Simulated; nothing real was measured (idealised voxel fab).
The process module that follows is named voxel wiring stack.
The figure presents cross-section cut, which has a width of 160 nm and is divided into square cells with an edge length of 5 nm.
A cross-section is a grid of square cells, given in bands from the top down. A band is one or more rows of cells. Read a band's entry like this: the first values are the height of its top and the height of its bottom in nm, and what follows is the sequence of materials from left to right, each with its width in nm. Note that "blank" is empty space, and that a single material marked "everywhere" reaches across the band from edge to edge. Convention: height 0 is the level below which the wafer, as received, is all one material. The lowest band does not terminate at the bottom but continues downward, represented as "0 -> down". Per-row width for "30..40": begins at first number (top row of band), ends at second number (bottom row), increment between rows held constant. What does "same as before" mean for a step? It means no cell of the cross-section changed in that step. Each empty space that has no open way to the top and spans at least 8 cells appears under "Enclosed voids" as width x height at distance, the distance counted from the left edge, all in nm. Where a step's line continues beyond its settings, the continuation is a remark by the simulator itself on that step. What "overlay nm" on a step's line means: if the step has a mask, that mask lay this far to the right of its planned place, or, when the value is negative, to the left.

## The steps planned for the process are as follows
1,RECEIVE [material Si]
2,CONFORMAL_DEP [material SiO2] [thk nm 15]
3,DIRECTIONAL_DEP [material TiN] [thk nm 5]
4,DIRECTIONAL_DEP [material W] [thk nm 20]
5,MASKED_ETCH [tone cover] [mask id METAL_1] [width nm 20] [pitch nm 50] [etch materials W] [depth nm 20] [overlay nm 0]
6,MASKED_ETCH [tone cover] [mask id METAL_1] [width nm 20] [pitch nm 50] [etch materials TiN] [depth nm 5] [overlay nm 0]
7,FILL_DEP [material SiO2] [thk nm 10]
8,CMP [height nm 40]
9,CONFORMAL_DEP [material SiCN] [thk nm 5]
10,DIRECTIONAL_DEP [material SiO2] [thk nm 20]
11,DIRECTIONAL_DEP [material aC] [thk nm 15]
12,PATTERN [tone open] [mask id PLUG_1] [material resist] [width nm 15] [pitch nm 50] [thk nm 35] [overlay nm 0]
13,DIRECTIONAL_ETCH [etch materials aC] [depth nm 15]
14,STRIP [etch materials resist]
15,DIRECTIONAL_ETCH [etch materials SiO2] [depth nm 20]
16,DIRECTIONAL_ETCH [etch materials SiCN] [depth nm 5]
17,STRIP [etch materials aC]
18,EPI [material Ru] [thk nm 10]
19,EPI [material Ru] [thk nm 10]
20,EPI [material Ru] [thk nm 5]
21,DIRECTIONAL_DEP [material TiN] [thk nm 5]
22,DIRECTIONAL_DEP [material Ru] [thk nm 25]
23,PATTERN [tone cover] [mask id METAL_2] [material resist] [width nm 20] [pitch nm 50] [thk nm 15] [overlay nm 0]
24,DIRECTIONAL_ETCH [etch materials Ru] [depth nm 25]
25,DIRECTIONAL_ETCH [etch materials TiN] [depth nm 5]
26,STRIP [etch materials resist]
27,FILL_DEP [material SiO2] [thk nm 10]
28,CMP [height nm 95]
29,CONFORMAL_DEP [material SiCN] [thk nm 5]

## Cross-section of the wafer upon arrival, representing the state reached after step 1
- 0 -> down: Si everywhere
- Enclosed voids: none

## Cross-sectional view of the first of the two wafers upon completion of the module, processed in accordance with the plan
- 100 -> 95: SiCN everywhere
- 95 -> 70: 20 of SiO2  20 of Ru  30 of SiO2  20 of Ru  30 of SiO2  20 of Ru  20 of SiO2
- 70 -> 65: 20 of SiO2  20 of TiN  30 of SiO2  20 of TiN  30 of SiO2  20 of TiN  20 of SiO2
- 65 -> 45: 20 of SiO2  15 of Ru  35 of SiO2  15 of Ru  35 of SiO2  15 of Ru  25 of SiO2
- 45 -> 40: 20 of SiCN  15 of Ru  35 of SiCN  15 of Ru  35 of SiCN  15 of Ru  25 of SiCN
- 40 -> 20: 20 of SiO2  20 of W  30 of SiO2  20 of W  30 of SiO2  20 of W  20 of SiO2
- 20 -> 15: 20 of SiO2  20 of TiN  30 of SiO2  20 of TiN  30 of SiO2  20 of TiN  20 of SiO2
- 15 -> 0: SiO2 everywhere
- 0 -> down: Si everywhere
- Enclosed voids: none

## Presented here is a cross-section of the second of the two wafers as it stood at the end of the module. It was started in the same manner and assigned the same plan as the first wafer; however, one mistake was made in its execution
- 100 -> 95: SiCN everywhere
- 95 -> 90: SiO2 everywhere
- 90 -> 65: 20 of SiO2  20 of Ru  30 of SiO2  20 of Ru  30 of SiO2  20 of Ru  20 of SiO2
- 65 -> 60: 20 of SiO2  20 of TiN  30 of SiO2  20 of TiN  30 of SiO2  20 of TiN  20 of SiO2
- 60 -> 40: 20 of SiO2  15 of Ru  35 of SiO2  15 of Ru  35 of SiO2  15 of Ru  25 of SiO2
- 40 -> 35: 20 of SiCN  15 of Ru  35 of SiCN  15 of Ru  35 of SiCN  15 of Ru  25 of SiCN
- 35 -> 20: 20 of SiO2  20 of W  30 of SiO2  20 of W  30 of SiO2  20 of W  20 of SiO2
- 20 -> 15: 20 of SiO2  20 of TiN  30 of SiO2  20 of TiN  30 of SiO2  20 of TiN  20 of SiO2
- 15 -> 0: SiO2 everywhere
- 0 -> down: Si everywhere
- Enclosed voids: none
Finding, execution versus plan: the process deviated at step 8: the operation and settings actually run there were CMP [height nm 35]
In the final state, the cell counts of the second wafer exceed or fall short of those of the first for the following materials: SiO2 +12, W -12
